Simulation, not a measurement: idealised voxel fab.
The following is a process module called voxel transistor to metal.
This is section cut - it's 280 nm across, gridded in 5 nm square cells.
Heads up, the way a cross-section reads in here is a grid of square cells, handed over as bands from the top down, with every band being one or more rows of cells.
Read a band's entry like this: the first values are the height of its top and the height of its bottom in nm, and what follows is the sequence of materials from left to right, each with its width in nm. Note that "blank" is empty space, and that a single material marked "throughout" reaches across the band from edge to edge.
Counting heights begins at 0, where everything beneath is, in the wafer as received, one material. The lowest band has no bottom; it goes on downwards, as "top 0, no bottom" shows.
A two-number width, for instance "30->40", indicates that the width is equal to the first number in the top row of the band and to the second number in the bottom row, and that it changes by a constant amount per row of cells.
The designation "left unchanged", where it is given for a processing step, indicates that no cell of the cross-section was altered in the course of that step.
Under "Fully sealed cavities" you'll find the enclosed gaps, the ones with no way out to the top, that are 8 cells or bigger; each reads width x height at distance, with distance counted from the left edge, everything in nm.
Note: text after step settings on the step line = simulator remark on that step.
overlay nm: on a step with a mask, how far right of its planned place the mask lay; negative means left.
If you're wondering how to read the rest of this, here's the deal. It's pairs of cross-sections: one from before a process step, one from after it. The after one is only drawn as far down as the lowest band that changed. Right under each pair you'll see which step sits between them and what its settings were. Don't read the pairs as one continuous story, though. They can come from different runs of this module on the same starting wafer, and a pair only carries on from the one above it where its entry headed "Pre-step snapshot" says so.

Pre-step snapshot:
top 45, bottom 30  35 of SiO2 / 25 of blank / 30 of SiO2 / 25 of blank / 45 of SiO2 / 25 of blank / 30 of SiO2 / 25 of blank / 40 of SiO2
top 30, bottom 15  35 of SiO2 / 15 of blank / 10 of SiN / 5 of SiO2 / 20 of SiCN / 5 of SiO2 / 10 of SiN / 15 of blank / 45 of SiO2 / 15 of blank / 10 of SiN / 5 of SiO2 / 20 of SiCN / 5 of SiO2 / 10 of SiN / 15 of blank / 40 of SiO2
top 15, bottom 0  35 of SiO2 / 15 of blank / 10 of SiN / 5 of SiO2 / 20 of polySi / 5 of SiO2 / 10 of SiN / 15 of blank / 45 of SiO2 / 15 of blank / 10 of SiN / 5 of SiO2 / 20 of polySi / 5 of SiO2 / 10 of SiN / 15 of blank / 40 of SiO2
top 0, bottom -5  35 of SiO2 / 5 of blank / 10 of SiGe / 10 of SiN / 5 of SiO2 / 20 of polySi / 5 of SiO2 / 10 of SiN / 10 of SiGe / 5 of blank / 45 of SiO2 / 5 of blank / 10 of SiGe / 10 of SiN / 5 of SiO2 / 20 of polySi / 5 of SiO2 / 10 of SiN / 10 of SiGe / 5 of blank / 40 of SiO2
top -5, bottom -10  25 of SiO2 / 25 of SiGe / 50 of SiO2 / 25 of SiGe / 25 of SiO2 / 25 of SiGe / 50 of SiO2 / 25 of SiGe / 30 of SiO2
top -10, bottom -15  30 of SiO2 / 20 of SiGe / 50 of Si / 20 of SiGe / 35 of SiO2 / 20 of SiGe / 50 of Si / 20 of SiGe / 35 of SiO2
top -15, bottom -80  30 of SiO2 / 90 of Si / 35 of SiO2 / 90 of Si / 35 of SiO2
top -80, no bottom  Si throughout
Fully sealed cavities: none

Post-Step Cross-Section:
top 50, bottom 45  40 of TiN / 15 of blank / 40 of TiN / 15 of blank / 55 of TiN / 15 of blank / 40 of TiN / 15 of blank / 45 of TiN
top 45, bottom 35  35 of SiO2 / 5 of TiN / 15 of blank / 5 of TiN / 30 of SiO2 / 5 of TiN / 15 of blank / 5 of TiN / 45 of SiO2 / 5 of TiN / 15 of blank / 5 of TiN / 30 of SiO2 / 5 of TiN / 15 of blank / 5 of TiN / 40 of SiO2
top 35, bottom 30  35 of SiO2 / 5 of TiN / 5 of blank / 15 of TiN / 30 of SiO2 / 15 of TiN / 5 of blank / 5 of TiN / 45 of SiO2 / 5 of TiN / 5 of blank / 15 of TiN / 30 of SiO2 / 15 of TiN / 5 of blank / 5 of TiN / 40 of SiO2
top 30, bottom 15  35 of SiO2 / 5 of TiN / 5 of blank / 5 of TiN / 10 of SiN / 5 of SiO2 / 20 of SiCN / 5 of SiO2 / 10 of SiN / 5 of TiN / 5 of blank / 5 of TiN / 45 of SiO2 / 5 of TiN / 5 of blank / 5 of TiN / 10 of SiN / 5 of SiO2 / 20 of SiCN / 5 of SiO2 / 10 of SiN / 5 of TiN / 5 of blank / 5 of TiN / 40 of SiO2
top 15, bottom 5  35 of SiO2 / 5 of TiN / 5 of blank / 5 of TiN / 10 of SiN / 5 of SiO2 / 20 of polySi / 5 of SiO2 / 10 of SiN / 5 of TiN / 5 of blank / 5 of TiN / 45 of SiO2 / 5 of TiN / 5 of blank / 5 of TiN / 10 of SiN / 5 of SiO2 / 20 of polySi / 5 of SiO2 / 10 of SiN / 5 of TiN / 5 of blank / 5 of TiN / 40 of SiO2
top 5, bottom 0  35 of SiO2 / 15 of TiN / 10 of SiN / 5 of SiO2 / 20 of polySi / 5 of SiO2 / 10 of SiN / 15 of TiN / 45 of SiO2 / 15 of TiN / 10 of SiN / 5 of SiO2 / 20 of polySi / 5 of SiO2 / 10 of SiN / 15 of TiN / 40 of SiO2
top 0, bottom -5  35 of SiO2 / 5 of TiN / 10 of SiGe / 10 of SiN / 5 of SiO2 / 20 of polySi / 5 of SiO2 / 10 of SiN / 10 of SiGe / 5 of TiN / 45 of SiO2 / 5 of TiN / 10 of SiGe / 10 of SiN / 5 of SiO2 / 20 of polySi / 5 of SiO2 / 10 of SiN / 10 of SiGe / 5 of TiN / 40 of SiO2
Unchanged below -5.
Fully sealed cavities: none
The cross-sections above show the structure before and after this step: CONFORMAL_DEP (material TiN; thk nm 5)

Pre-step snapshot: This step starts from the configuration shown after the step in the pair immediately above.

Post-Step Cross-Section:
top 60, bottom 50  Ru throughout
top 50, bottom 45  40 of TiN / 15 of Ru / 40 of TiN / 15 of Ru / 55 of TiN / 15 of Ru / 40 of TiN / 15 of Ru / 45 of TiN
top 45, bottom 35  35 of SiO2 / 5 of TiN / 15 of Ru / 5 of TiN / 30 of SiO2 / 5 of TiN / 15 of Ru / 5 of TiN / 45 of SiO2 / 5 of TiN / 15 of Ru / 5 of TiN / 30 of SiO2 / 5 of TiN / 15 of Ru / 5 of TiN / 40 of SiO2
top 35, bottom 30  35 of SiO2 / 5 of TiN / 5 of Ru / 15 of TiN / 30 of SiO2 / 15 of TiN / 5 of Ru / 5 of TiN / 45 of SiO2 / 5 of TiN / 5 of Ru / 15 of TiN / 30 of SiO2 / 15 of TiN / 5 of Ru / 5 of TiN / 40 of SiO2
top 30, bottom 15  35 of SiO2 / 5 of TiN / 5 of Ru / 5 of TiN / 10 of SiN / 5 of SiO2 / 20 of SiCN / 5 of SiO2 / 10 of SiN / 5 of TiN / 5 of Ru / 5 of TiN / 45 of SiO2 / 5 of TiN / 5 of Ru / 5 of TiN / 10 of SiN / 5 of SiO2 / 20 of SiCN / 5 of SiO2 / 10 of SiN / 5 of TiN / 5 of Ru / 5 of TiN / 40 of SiO2
top 15, bottom 5  35 of SiO2 / 5 of TiN / 5 of Ru / 5 of TiN / 10 of SiN / 5 of SiO2 / 20 of polySi / 5 of SiO2 / 10 of SiN / 5 of TiN / 5 of Ru / 5 of TiN / 45 of SiO2 / 5 of TiN / 5 of Ru / 5 of TiN / 10 of SiN / 5 of SiO2 / 20 of polySi / 5 of SiO2 / 10 of SiN / 5 of TiN / 5 of Ru / 5 of TiN / 40 of SiO2
Unchanged below 5.
Fully sealed cavities: none
The cross-sections above show the structure before and after this step: FILL_DEP (material Ru; thk nm 10)

Pre-step snapshot: This step starts from the configuration shown after the step in the pair immediately above.

Post-Step Cross-Section:
top 45, bottom 35  35 of SiO2 / 5 of TiN / 15 of Ru / 5 of TiN / 30 of SiO2 / 5 of TiN / 15 of Ru / 5 of TiN / 45 of SiO2 / 5 of TiN / 15 of Ru / 5 of TiN / 30 of SiO2 / 5 of TiN / 15 of Ru / 5 of TiN / 40 of SiO2
Unchanged below 35.
Fully sealed cavities: none
The cross-sections above show the structure before and after this step: CMP (height nm 45)

Pre-step snapshot: This step starts from the configuration shown after the step in the pair immediately above.

Post-Step Cross-Section:
top 50, bottom 45  TiN throughout
Unchanged below 45.
Fully sealed cavities: none
The cross-sections above show the structure before and after this step: DIRECTIONAL_DEP (material TiN; thk nm 5)

Pre-step snapshot: This step starts from the configuration shown after the step in the pair immediately above.

Post-Step Cross-Section:
top 65, bottom 50  Ru throughout
Unchanged below 50.
Fully sealed cavities: none
The cross-sections above show the structure before and after this step: DIRECTIONAL_DEP (material Ru; thk nm 15)

Pre-step snapshot: This step starts from the configuration shown after the step in the pair immediately above.

Post-Step Cross-Section:
top 75, bottom 65  aC throughout
Unchanged below 65.
Fully sealed cavities: none
The cross-sections above show the structure before and after this step: DIRECTIONAL_DEP (material aC; thk nm 10)

Pre-step snapshot: This step starts from the configuration shown after the step in the pair immediately above.

Post-Step Cross-Section:
top 100, bottom 75  35 of blank / 15 of resist / 50 of blank / 15 of resist / 45 of blank / 15 of resist / 50 of blank / 15 of resist / 40 of blank
Unchanged below 75.
Fully sealed cavities: none
The cross-sections above show the structure before and after this step: PATTERN (tone cover; mask id METAL_1; material resist; width nm 15; thk nm 25; overlay nm 0)

Pre-step snapshot: This step starts from the configuration shown after the step in the pair immediately above.

Post-Step Cross-Section:
top 90, bottom 75  35 of blank / 15 of resist / 50 of blank / 15 of resist / 45 of blank / 15 of resist / 50 of blank / 15 of resist / 40 of blank
top 75, bottom 65  35 of blank / 15 of aC / 50 of blank / 15 of aC / 45 of blank / 15 of aC / 50 of blank / 15 of aC / 40 of blank
Unchanged below 65.
Fully sealed cavities: none
The cross-sections above show the structure before and after this step: DIRECTIONAL_ETCH (etch materials aC; depth nm 10)

Pre-step snapshot: This step starts from the configuration shown after the step in the pair immediately above.

Post-Step Cross-Section:
top 75, bottom 65  35 of blank / 15 of aC / 50 of blank / 15 of aC / 45 of blank / 15 of aC / 50 of blank / 15 of aC / 40 of blank
Unchanged below 65.
Fully sealed cavities: none
The cross-sections above show the structure before and after this step: STRIP (etch materials resist)

Pre-step snapshot: This step starts from the configuration shown after the step in the pair immediately above.

Post-Step Cross-Section:
top 75, bottom 65  35 of blank / 15 of aC / 50 of blank / 15 of aC / 45 of blank / 15 of aC / 50 of blank / 15 of aC / 40 of blank
top 65, bottom 50  35 of blank / 15 of Ru / 50 of blank / 15 of Ru / 45 of blank / 15 of Ru / 50 of blank / 15 of Ru / 40 of blank
Unchanged below 50.
Fully sealed cavities: none
The cross-sections above show the structure before and after this step: DIRECTIONAL_ETCH (etch materials Ru; depth nm 15)

Pre-step snapshot: This step starts from the configuration shown after the step in the pair immediately above.

Post-Step Cross-Section:
top 75, bottom 65  35 of blank / 15 of aC / 50 of blank / 15 of aC / 45 of blank / 15 of aC / 50 of blank / 15 of aC / 40 of blank
top 65, bottom 50  35 of blank / 15 of Ru / 50 of blank / 15 of Ru / 45 of blank / 15 of Ru / 50 of blank / 15 of Ru / 40 of blank
top 50, bottom 45  35 of blank / 15 of TiN / 50 of blank / 15 of TiN / 45 of blank / 15 of TiN / 50 of blank / 15 of TiN / 40 of blank
Unchanged below 45.
Fully sealed cavities: none
The cross-sections above show the structure before and after this step: DIRECTIONAL_ETCH (etch materials TiN; depth nm 5)

Pre-step snapshot: This step starts from the configuration shown after the step in the pair immediately above.

Post-Step Cross-Section:
top 65, bottom 50  35 of blank / 15 of Ru / 50 of blank / 15 of Ru / 45 of blank / 15 of Ru / 50 of blank / 15 of Ru / 40 of blank
Unchanged below 50.
Fully sealed cavities: none
The cross-sections above show the structure before and after this step: STRIP (etch materials aC)

Pre-step snapshot: This step starts from the configuration shown after the step in the pair immediately above.

Post-Step Cross-Section:
top 70, bottom 65  30 of blank / 25 of SiCN / 40 of blank / 25 of SiCN / 35 of blank / 25 of SiCN / 40 of blank / 25 of SiCN / 35 of blank
top 65, bottom 50  30 of blank / 5 of SiCN / 15 of Ru / 5 of SiCN / 40 of blank / 5 of SiCN / 15 of Ru / 5 of SiCN / 35 of blank / 5 of SiCN / 15 of Ru / 5 of SiCN / 40 of blank / 5 of SiCN / 15 of Ru / 5 of SiCN / 35 of blank
top 50, bottom 45  35 of SiCN / 15 of TiN / 50 of SiCN / 15 of TiN / 45 of SiCN / 15 of TiN / 50 of SiCN / 15 of TiN / 40 of SiCN
Unchanged below 45.
Fully sealed cavities: none
The cross-sections above show the structure before and after this step: CONFORMAL_DEP (material SiCN; thk nm 5)

Pre-step snapshot: This step starts from the configuration shown after the step in the pair immediately above.

Post-Step Cross-Section:
top 80, bottom 70  lowk throughout
top 70, bottom 65  30 of lowk / 25 of SiCN / 40 of lowk / 25 of SiCN / 35 of lowk / 25 of SiCN / 40 of lowk / 25 of SiCN / 35 of lowk
top 65, bottom 50  30 of lowk / 5 of SiCN / 15 of Ru / 5 of SiCN / 40 of lowk / 5 of SiCN / 15 of Ru / 5 of SiCN / 35 of lowk / 5 of SiCN / 15 of Ru / 5 of SiCN / 40 of lowk / 5 of SiCN / 15 of Ru / 5 of SiCN / 35 of lowk
Unchanged below 50.
Fully sealed cavities: none
The cross-sections above show the structure before and after this step: FILL_DEP (material lowk; thk nm 10)

Pre-step snapshot: This step starts from the configuration shown after the step in the pair immediately above.

Post-Step Cross-Section:
top 65, bottom 50  30 of lowk / 5 of SiCN / 15 of Ru / 5 of SiCN / 40 of lowk / 5 of SiCN / 15 of Ru / 5 of SiCN / 35 of lowk / 5 of SiCN / 15 of Ru / 5 of SiCN / 40 of lowk / 5 of SiCN / 15 of Ru / 5 of SiCN / 35 of lowk
Unchanged below 50.
Fully sealed cavities: none
The cross-sections above show the structure before and after this step: CMP (height nm 65)

Pre-step snapshot: This step starts from the configuration shown after the step in the pair immediately above.

Post-Step Cross-Section:
top 70, bottom 65  SiN throughout
Unchanged below 65.
Fully sealed cavities: none
The cross-sections above show the structure before and after this step: CONFORMAL_DEP (material SiN; thk nm 5)

Pre-step snapshot:
top 15, bottom 0  25 of blank / 100 of SiN / 25 of blank / 100 of SiN / 30 of blank
top 0, bottom -5  SiO2 throughout
top -5, bottom -45  30 of SiO2 / 90 of Si / 35 of SiO2 / 90 of Si / 35 of SiO2
top -45, no bottom  Si throughout
Fully sealed cavities: none

Post-Step Cross-Section:
top 15, bottom 0  25 of blank / 100 of SiN / 25 of blank / 100 of SiN / 30 of blank
top 0, bottom -5  30 of blank / 90 of SiO2 / 35 of blank / 90 of SiO2 / 35 of blank
Unchanged below -5.
Fully sealed cavities: none
The cross-sections above show the structure before and after this step: SELECTIVE_ETCH (etch materials SiO2; depth nm 5)

Pre-step snapshot: This step starts from the configuration shown after the step in the pair immediately above.

Post-Step Cross-Section:
top 0, bottom -5  30 of blank / 90 of SiO2 / 35 of blank / 90 of SiO2 / 35 of blank
Unchanged below -5.
Fully sealed cavities: none
The cross-sections above show the structure before and after this step: STRIP (etch materials SiN)

Pre-step snapshot: This step starts from the configuration shown after the step in the pair immediately above.

Post-Step Cross-Section:
top 20, bottom 15  30 of blank / 90 of polySi / 35 of blank / 90 of polySi / 35 of blank
top 15, bottom 0  polySi throughout
top 0, bottom -5  30 of polySi / 90 of SiO2 / 35 of polySi / 90 of SiO2 / 35 of polySi
Unchanged below -5.
Fully sealed cavities: none
The cross-sections above show the structure before and after this step: DIRECTIONAL_DEP (material polySi; thk nm 20)

Pre-step snapshot: This step starts from the configuration shown after the step in the pair immediately above.

Post-Step Cross-Section:
top 35, bottom 30  30 of blank / 90 of SiCN / 35 of blank / 90 of SiCN / 35 of blank
top 30, bottom 20  SiCN throughout
top 20, bottom 15  30 of SiCN / 90 of polySi / 35 of SiCN / 90 of polySi / 35 of SiCN
Unchanged below 15.
Fully sealed cavities: none
The cross-sections above show the structure before and after this step: DIRECTIONAL_DEP (material SiCN; thk nm 15)

Pre-step snapshot: This step starts from the configuration shown after the step in the pair immediately above.

Post-Step Cross-Section:
top 45, bottom 40  30 of blank / 90 of aC / 35 of blank / 90 of aC / 35 of blank
top 40, bottom 35  aC throughout
top 35, bottom 30  30 of aC / 90 of SiCN / 35 of aC / 90 of SiCN / 35 of aC
Unchanged below 30.
Fully sealed cavities: none
The cross-sections above show the structure before and after this step: DIRECTIONAL_DEP (material aC; thk nm 10)

Pre-step snapshot: This step starts from the configuration shown after the step in the pair immediately above.

Post-Step Cross-Section:
top 75, bottom 45  65 of blank / 20 of resist / 105 of blank / 20 of resist / 70 of blank
Unchanged below 45.
Fully sealed cavities: none
The cross-sections above show the structure before and after this step: PATTERN (tone cover; mask id GATE; material resist; width nm 20; pitch nm 125; thk nm 30; overlay nm 0)

Pre-step snapshot: This step starts from the configuration shown after the step in the pair immediately above.

Post-Step Cross-Section:
top 65, bottom 45  65 of blank / 20 of resist / 105 of blank / 20 of resist / 70 of blank
top 45, bottom 35  65 of blank / 20 of aC / 105 of blank / 20 of aC / 70 of blank
top 35, bottom 30  30 of blank / 90 of SiCN / 35 of blank / 90 of SiCN / 35 of blank
Unchanged below 30.
Fully sealed cavities: none
The cross-sections above show the structure before and after this step: DIRECTIONAL_ETCH (etch materials aC; depth nm 10)

Pre-step snapshot: This step starts from the configuration shown after the step in the pair immediately above.

Post-Step Cross-Section:
top 45, bottom 35  65 of blank / 20 of aC / 105 of blank / 20 of aC / 70 of blank
Unchanged below 35.
Fully sealed cavities: none
The cross-sections above show the structure before and after this step: STRIP (etch materials resist)

Pre-step snapshot: This step starts from the configuration shown after the step in the pair immediately above.

Post-Step Cross-Section:
top 45, bottom 35  65 of blank / 20 of aC / 105 of blank / 20 of aC / 70 of blank
top 35, bottom 20  65 of blank / 20 of SiCN / 105 of blank / 20 of SiCN / 70 of blank
top 20, bottom 15  30 of blank / 90 of polySi / 35 of blank / 90 of polySi / 35 of blank
Unchanged below 15.
Fully sealed cavities: none
The cross-sections above show the structure before and after this step: DIRECTIONAL_ETCH (etch materials SiCN; depth nm 25)

Pre-step snapshot: This step starts from the configuration shown after the step in the pair immediately above.

Post-Step Cross-Section:
top 45, bottom 35  65 of blank / 20 of aC / 105 of blank / 20 of aC / 70 of blank
top 35, bottom 20  65 of blank / 20 of SiCN / 105 of blank / 20 of SiCN / 70 of blank
top 20, bottom 0  65 of blank / 20 of polySi / 105 of blank / 20 of polySi / 70 of blank
top 0, bottom -5  30 of blank / 90 of SiO2 / 35 of blank / 90 of SiO2 / 35 of blank
Unchanged below -5.
Fully sealed cavities: none
The cross-sections above show the structure before and after this step: DIRECTIONAL_ETCH (etch materials polySi; depth nm 30)

Pre-step snapshot: This step starts from the configuration shown after the step in the pair immediately above.

Post-Step Cross-Section:
top 35, bottom 20  65 of blank / 20 of SiCN / 105 of blank / 20 of SiCN / 70 of blank
Unchanged below 20.
Fully sealed cavities: none
The cross-sections above show the structure before and after this step: STRIP (etch materials aC)

Pre-step snapshot: This step starts from the configuration shown after the step in the pair immediately above.

Post-Step Cross-Section:
top 40, bottom 35  60 of blank / 30 of SiO2 / 95 of blank / 30 of SiO2 / 65 of blank
top 35, bottom 20  60 of blank / 5 of SiO2 / 20 of SiCN / 5 of SiO2 / 95 of blank / 5 of SiO2 / 20 of SiCN / 5 of SiO2 / 65 of blank
top 20, bottom 5  60 of blank / 5 of SiO2 / 20 of polySi / 5 of SiO2 / 95 of blank / 5 of SiO2 / 20 of polySi / 5 of SiO2 / 65 of blank
top 5, bottom 0  25 of blank / 40 of SiO2 / 20 of polySi / 40 of SiO2 / 25 of blank / 40 of SiO2 / 20 of polySi / 40 of SiO2 / 30 of blank
top 0, bottom -5  SiO2 throughout
Unchanged below -5.
Fully sealed cavities: none
The cross-sections above show the structure before and after this step: CONFORMAL_DEP (material SiO2; thk nm 5)

Pre-step snapshot: This step starts from the configuration shown after the step in the pair immediately above.

Post-Step Cross-Section:
top 35, bottom 20  60 of blank / 5 of SiO2 / 20 of SiCN / 5 of SiO2 / 95 of blank / 5 of SiO2 / 20 of SiCN / 5 of SiO2 / 65 of blank
top 20, bottom 0  60 of blank / 5 of SiO2 / 20 of polySi / 5 of SiO2 / 95 of blank / 5 of SiO2 / 20 of polySi / 5 of SiO2 / 65 of blank
top 0, bottom -5  25 of blank / 100 of SiO2 / 25 of blank / 100 of SiO2 / 30 of blank
Unchanged below -5.
Fully sealed cavities: none
The cross-sections above show the structure before and after this step: DIRECTIONAL_ETCH (etch materials SiO2; depth nm 5)

Pre-step snapshot: This step starts from the configuration shown after the step in the pair immediately above.

Post-Step Cross-Section:
top 45, bottom 35  50 of blank / 50 of SiN / 75 of blank / 50 of SiN / 55 of blank
top 35, bottom 20  50 of blank / 10 of SiN / 5 of SiO2 / 20 of SiCN / 5 of SiO2 / 10 of SiN / 75 of blank / 10 of SiN / 5 of SiO2 / 20 of SiCN / 5 of SiO2 / 10 of SiN / 55 of blank
top 20, bottom 10  50 of blank / 10 of SiN / 5 of SiO2 / 20 of polySi / 5 of SiO2 / 10 of SiN / 75 of blank / 10 of SiN / 5 of SiO2 / 20 of polySi / 5 of SiO2 / 10 of SiN / 55 of blank
top 10, bottom 5  15 of blank / 45 of SiN / 5 of SiO2 / 20 of polySi / 5 of SiO2 / 45 of SiN / 5 of blank / 45 of SiN / 5 of SiO2 / 20 of polySi / 5 of SiO2 / 45 of SiN / 20 of blank
top 5, bottom 0  60 of SiN / 5 of SiO2 / 20 of polySi / 5 of SiO2 / 95 of SiN / 5 of SiO2 / 20 of polySi / 5 of SiO2 / 65 of SiN
top 0, bottom -5  25 of SiN / 100 of SiO2 / 25 of SiN / 100 of SiO2 / 30 of SiN
Unchanged below -5.
Fully sealed cavities: none
The cross-sections above show the structure before and after this step: CONFORMAL_DEP (material SiN; thk nm 10)

Pre-step snapshot: This step starts from the configuration shown after the step in the pair immediately above.

Post-Step Cross-Section:
top 35, bottom 20  50 of blank / 10 of SiN / 5 of SiO2 / 20 of SiCN / 5 of SiO2 / 10 of SiN / 75 of blank / 10 of SiN / 5 of SiO2 / 20 of SiCN / 5 of SiO2 / 10 of SiN / 55 of blank
top 20, bottom 0  50 of blank / 10 of SiN / 5 of SiO2 / 20 of polySi / 5 of SiO2 / 10 of SiN / 75 of blank / 10 of SiN / 5 of SiO2 / 20 of polySi / 5 of SiO2 / 10 of SiN / 55 of blank
top 0, bottom -5  15 of blank / 10 of SiN / 100 of SiO2 / 10 of SiN / 5 of blank / 10 of SiN / 100 of SiO2 / 10 of SiN / 20 of blank
Unchanged below -5.
Fully sealed cavities: none
The cross-sections above show the structure before and after this step: DIRECTIONAL_ETCH (etch materials SiN; depth nm 10)

Pre-step snapshot: This step starts from the configuration shown after the step in the pair immediately above.

Post-Step Cross-Section:
top 35, bottom 30  50 of blank / 10 of SiN / 5 of blank / 20 of SiCN / 5 of blank / 10 of SiN / 75 of blank / 10 of SiN / 5 of blank / 20 of SiCN / 5 of blank / 10 of SiN / 55 of blank
top 30, bottom 20  50 of blank / 10 of SiN / 5 of SiO2 / 20 of SiCN / 5 of SiO2 / 10 of SiN / 75 of blank / 10 of SiN / 5 of SiO2 / 20 of SiCN / 5 of SiO2 / 10 of SiN / 55 of blank
top 20, bottom 0  50 of blank / 10 of SiN / 5 of SiO2 / 20 of polySi / 5 of SiO2 / 10 of SiN / 75 of blank / 10 of SiN / 5 of SiO2 / 20 of polySi / 5 of SiO2 / 10 of SiN / 55 of blank
top 0, bottom -5  15 of blank / 10 of SiN / 25 of blank / 50 of SiO2 / 25 of blank / 10 of SiN / 5 of blank / 10 of SiN / 25 of blank / 50 of SiO2 / 25 of blank / 10 of SiN / 20 of blank
top -5, bottom -10  15 of blank / 15 of SiO2 / 90 of Si / 15 of SiO2 / 5 of blank / 15 of SiO2 / 90 of Si / 15 of SiO2 / 20 of blank
Unchanged below -10.
Fully sealed cavities: none
The cross-sections above show the structure before and after this step: DIRECTIONAL_ETCH (etch materials SiO2; depth nm 5)

Pre-step snapshot: This step starts from the configuration shown after the step in the pair immediately above.

Post-Step Cross-Section:
top 35, bottom 30  50 of blank / 10 of SiN / 5 of blank / 20 of SiCN / 5 of blank / 10 of SiN / 75 of blank / 10 of SiN / 5 of blank / 20 of SiCN / 5 of blank / 10 of SiN / 55 of blank
top 30, bottom 20  50 of blank / 10 of SiN / 5 of SiO2 / 20 of SiCN / 5 of SiO2 / 10 of SiN / 75 of blank / 10 of SiN / 5 of SiO2 / 20 of SiCN / 5 of SiO2 / 10 of SiN / 55 of blank
top 20, bottom 0  50 of blank / 10 of SiN / 5 of SiO2 / 20 of polySi / 5 of SiO2 / 10 of SiN / 75 of blank / 10 of SiN / 5 of SiO2 / 20 of polySi / 5 of SiO2 / 10 of SiN / 55 of blank
top 0, bottom -5  15 of blank / 10 of SiN / 25 of blank / 50 of SiO2 / 25 of blank / 10 of SiN / 5 of blank / 10 of SiN / 25 of blank / 50 of SiO2 / 25 of blank / 10 of SiN / 20 of blank
top -5, bottom -10  15 of blank / 15 of SiO2 / 20 of blank / 50 of Si / 20 of blank / 15 of SiO2 / 5 of blank / 15 of SiO2 / 20 of blank / 50 of Si / 20 of blank / 15 of SiO2 / 20 of blank
Unchanged below -10.
Fully sealed cavities: none
The cross-sections above show the structure before and after this step: DIRECTIONAL_ETCH (etch materials Si; depth nm 5)

Pre-step snapshot: This step starts from the configuration shown after the step in the pair immediately above.

Post-Step Cross-Section:
top 35, bottom 30  50 of blank / 10 of SiN / 5 of blank / 20 of SiCN / 5 of blank / 10 of SiN / 75 of blank / 10 of SiN / 5 of blank / 20 of SiCN / 5 of blank / 10 of SiN / 55 of blank
top 30, bottom 20  50 of blank / 10 of SiN / 5 of SiO2 / 20 of SiCN / 5 of SiO2 / 10 of SiN / 75 of blank / 10 of SiN / 5 of SiO2 / 20 of SiCN / 5 of SiO2 / 10 of SiN / 55 of blank
top 20, bottom 5  50 of blank / 10 of SiN / 5 of SiO2 / 20 of polySi / 5 of SiO2 / 10 of SiN / 75 of blank / 10 of SiN / 5 of SiO2 / 20 of polySi / 5 of SiO2 / 10 of SiN / 55 of blank
top 5, bottom 0  40 of blank / 10 of SiGe / 10 of SiN / 5 of SiO2 / 20 of polySi / 5 of SiO2 / 10 of SiN / 10 of SiGe / 55 of blank / 10 of SiGe / 10 of SiN / 5 of SiO2 / 20 of polySi / 5 of SiO2 / 10 of SiN / 10 of SiGe / 45 of blank
top 0, bottom -5  15 of blank / 10 of SiN / 25 of SiGe / 50 of SiO2 / 25 of SiGe / 10 of SiN / 5 of blank / 10 of SiN / 25 of SiGe / 50 of SiO2 / 25 of SiGe / 10 of SiN / 20 of blank
top -5, bottom -10  15 of blank / 15 of SiO2 / 20 of SiGe / 50 of Si / 20 of SiGe / 15 of SiO2 / 5 of blank / 15 of SiO2 / 20 of SiGe / 50 of Si / 20 of SiGe / 15 of SiO2 / 20 of blank
Unchanged below -10.
Fully sealed cavities: none
The cross-sections above show the structure before and after this step: EPI (material SiGe; thk nm 10)

Pre-step snapshot: This step starts from the configuration shown after the step in the pair immediately above.

Post-Step Cross-Section:
top 45, bottom 35  SiO2 throughout
top 35, bottom 20  50 of SiO2 / 10 of SiN / 5 of SiO2 / 20 of SiCN / 5 of SiO2 / 10 of SiN / 75 of SiO2 / 10 of SiN / 5 of SiO2 / 20 of SiCN / 5 of SiO2 / 10 of SiN / 55 of SiO2
top 20, bottom 5  50 of SiO2 / 10 of SiN / 5 of SiO2 / 20 of polySi / 5 of SiO2 / 10 of SiN / 75 of SiO2 / 10 of SiN / 5 of SiO2 / 20 of polySi / 5 of SiO2 / 10 of SiN / 55 of SiO2
top 5, bottom 0  40 of SiO2 / 10 of SiGe / 10 of SiN / 5 of SiO2 / 20 of polySi / 5 of SiO2 / 10 of SiN / 10 of SiGe / 55 of SiO2 / 10 of SiGe / 10 of SiN / 5 of SiO2 / 20 of polySi / 5 of SiO2 / 10 of SiN / 10 of SiGe / 45 of SiO2
top 0, bottom -5  15 of SiO2 / 10 of SiN / 25 of SiGe / 50 of SiO2 / 25 of SiGe / 10 of SiN / 5 of SiO2 / 10 of SiN / 25 of SiGe / 50 of SiO2 / 25 of SiGe / 10 of SiN / 20 of SiO2
top -5, bottom -10  30 of SiO2 / 20 of SiGe / 50 of Si / 20 of SiGe / 35 of SiO2 / 20 of SiGe / 50 of Si / 20 of SiGe / 35 of SiO2
Unchanged below -10.
Fully sealed cavities: none
The cross-sections above show the structure before and after this step: FILL_DEP (material SiO2; thk nm 10)

Pre-step snapshot: This step starts from the configuration shown after the step in the pair immediately above.

Post-Step Cross-Section:
top 30, bottom 20  50 of SiO2 / 10 of SiN / 5 of SiO2 / 20 of SiCN / 5 of SiO2 / 10 of SiN / 75 of SiO2 / 10 of SiN / 5 of SiO2 / 20 of SiCN / 5 of SiO2 / 10 of SiN / 55 of SiO2
Unchanged below 20.
Fully sealed cavities: none
The cross-sections above show the structure before and after this step: CMP (height nm 30)

Pre-step snapshot: This step starts from the configuration shown after the step in the pair immediately above.

Post-Step Cross-Section:
top 45, bottom 30  SiO2 throughout
Unchanged below 30.
Fully sealed cavities: none
The cross-sections above show the structure before and after this step: DIRECTIONAL_DEP (material SiO2; thk nm 15)

Pre-step snapshot: This step starts from the configuration shown after the step in the pair immediately above.

Post-Step Cross-Section:
top 60, bottom 45  aC throughout
Unchanged below 45.
Fully sealed cavities: none
The cross-sections above show the structure before and after this step: DIRECTIONAL_DEP (material aC; thk nm 15)

Pre-step snapshot: This step starts from the configuration shown after the step in the pair immediately above.

Post-Step Cross-Section:
top 95, bottom 60  35 of resist / 25 of blank / 30 of resist / 25 of blank / 45 of resist / 25 of blank / 30 of resist / 25 of blank / 40 of resist
Unchanged below 60.
Fully sealed cavities: none
The cross-sections above show the structure before and after this step: PATTERN (tone open; mask id CONTACT; material resist; width nm 25; thk nm 35; overlay nm 0)

Pre-step snapshot: This step starts from the configuration shown after the step in the pair immediately above.

Post-Step Cross-Section:
top 80, bottom 60  35 of resist / 25 of blank / 30 of resist / 25 of blank / 45 of resist / 25 of blank / 30 of resist / 25 of blank / 40 of resist
top 60, bottom 45  35 of aC / 25 of blank / 30 of aC / 25 of blank / 45 of aC / 25 of blank / 30 of aC / 25 of blank / 40 of aC
Unchanged below 45.
Fully sealed cavities: none
The cross-sections above show the structure before and after this step: DIRECTIONAL_ETCH (etch materials aC; depth nm 15)
